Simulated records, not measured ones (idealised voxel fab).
Process module under the name voxel ribs on slabs
FYI the section here is cut, 155 nm wide, cells are 5 nm squares.
Bands, listed from the top down, are how a cross-section gets written in this document; the cross-section itself is a grid of square cells, and a band is one or more rows of them. This entry defines a band. It first specifies the height of the band's top and the height of its bottom in nm, and then specifies the band's materials from left to right, stating each material with its width in nm. The word "edge to edge" identifies a single material that fills the band from edge to edge, while the word "air" identifies empty space. Note: height 0 marks the level under which the wafer is uniformly one material as received. Lowest band unbounded below, written "from 0 down". Note: "30 to 40" means the width goes from the first number (top row of the band) to the second number (bottom row) in equal steps per row of cells. Step note "no change" = no cross-section cell changed. "Sealed void listing" contains a list of empty spaces, each no smaller than 8 cells and without an open way to the top, written in the form width x height at distance with the distance from the left edge and all three in nm. after a step's settings: what the simulator itself notes on the step. "overlay nm" answers the question of how far to the right of plan the mask lay on a step that has a mask, and when it is negative the answer is to the left.
**Planned step list for the process**
1 RECEIVE: material Si
2 DIRECTIONAL_DEP: material SiO2, thk nm 25
3 DIRECTIONAL_DEP: material SiN, thk nm 25
4 DIRECTIONAL_DEP: material aC, thk nm 10
5 PATTERN: tone cover, mask id RIB, material resist, width nm 25, thk nm 25, overlay nm 0
6 DIRECTIONAL_ETCH: etch materials aC, depth nm 10
7 STRIP: etch materials resist
8 DIRECTIONAL_ETCH: etch materials SiN, depth nm 5
9 STRIP: etch materials aC
10 PATTERN: tone cover, mask id SLAB, material resist, width nm 65, thk nm 15, overlay nm 0
11 DIRECTIONAL_ETCH: etch materials SiN, depth nm 20
12 STRIP: etch materials resist
13 FILL_DEP: material SiO2, thk nm 20
14 CMP: height nm 65
15 DIRECTIONAL_DEP: material TiN, thk nm 10
16 DIRECTIONAL_DEP: material aC, thk nm 10
17 PATTERN: tone cover, mask id HEATER, material resist, width nm 35, thk nm 25, overlay nm 0
18 DIRECTIONAL_ETCH: etch materials aC, depth nm 10
19 STRIP: etch materials resist
20 DIRECTIONAL_ETCH: etch materials TiN, depth nm 10
21 STRIP: etch materials aC
22 CONFORMAL_DEP: material SiO2, thk nm 5
**As-received wafer cross-section (after step 1)**
  from 0 down: Si edge to edge
  Sealed void listing: none
**End-of-module cross-section of the first of two wafers, processed as planned**
  from 80 to 75: air (55), then SiO2 (45), then air (55)
  from 75 to 70: air (55), then SiO2 (5), then TiN (35), then SiO2 (5), then air (55)
  from 70 to 65: SiO2 (60), then TiN (35), then SiO2 (60)
  from 65 to 50: SiO2 edge to edge
  from 50 to 45: SiO2 (65), then SiN (25), then SiO2 (65)
  from 45 to 25: SiO2 (45), then SiN (65), then SiO2 (45)
  from 25 to 0: SiO2 edge to edge
  from 0 down: Si edge to edge
  Sealed void listing: none
**Same start, same plan as the first wafer - but one mistake in the run. Cross-section of the second of the two at the end of the module**
  from 80 to 75: air (55), then SiO2 (45), then air (55)
  from 75 to 70: air (55), then SiO2 (5), then TiN (35), then SiO2 (5), then air (55)
  from 70 to 65: SiO2 (60), then TiN (35), then SiO2 (60)
  from 65 to 25: SiO2 edge to edge
  from 25 to 0: SiN edge to edge
  from 0 down: Si edge to edge
  Sealed void listing: none
What was the processing mistake? the processing plan was not followed for steps 2 and 3, which were run with their positions exchanged
Wafer comparison, final, in cells, second relative to first, materials more or fewer: SiN +98; SiO2 -98
